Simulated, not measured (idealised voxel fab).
process module | voxel fin reveal
cross-section cut | 215 nm wide | cells 5 nm
A cross-section is a grid of square cells, given in bands from the top down. A band is one or more rows of cells.
Each band's line starts with the height of the band's top and of its bottom, in nm. Then come its materials from left to right, each with its width in nm. One material with "throughout" fills the band from edge to edge. "air" is empty space.
Height 0 is the level under which the wafer as received is all one material. The lowest band goes on downwards, as in "0 down".
A width such as "30 to 40" changes by the same amount from each row of cells to the next, from the band's top row to its bottom row.
"no change" after a step means that no cell of the cross-section changed.
closed voids: empty space of 8 cells or more with no open way to the top, each as width x height at its distance from the left edge, in nm
after a step's settings: what the simulator itself notes on the step
overlay nm, on a step with a mask: how far to the right of its planned place the mask lay; to the left if negative
plan
1 op RECEIVE | material Si
2 op CONFORMAL_DEP | material SiN | thk nm 5
3 op PATTERN | tone cover | mask id FINS | material resist | width nm 15 | pitch nm 45 | thk nm 15 | overlay nm 0
4 op DIRECTIONAL_ETCH | etch materials SiN | depth nm 5
5 op DIRECTIONAL_ETCH | etch materials Si | depth nm 30
6 op STRIP | etch materials resist
7 op FILL_DEP | material SiO2 | thk nm 10
8 op CMP | height nm 5
9 op SELECTIVE_ETCH | etch materials SiO2 | depth nm 10
10 op STRIP | etch materials SiN
varied across the wafers: depth nm of step 9. The plan shows the first wafer's value. All wafers start alike
first wafer as received, after step 1
  0 down: Si throughout
  closed voids: none
each wafer at the end: cells of each material gained (+) or lost (-) since it was received, then its closed voids
depth nm 10 | -222 Si | +185 SiO2 | closed voids: none
depth nm 15 | -222 Si | +148 SiO2 | closed voids: none
depth nm 20 | -222 Si | +111 SiO2 | closed voids: none
depth nm 25 | -222 Si | +74 SiO2 | closed voids: none
depth nm 30 | -222 Si | +37 SiO2 | closed voids: none
depth nm 35 | -222 Si | closed voids: none
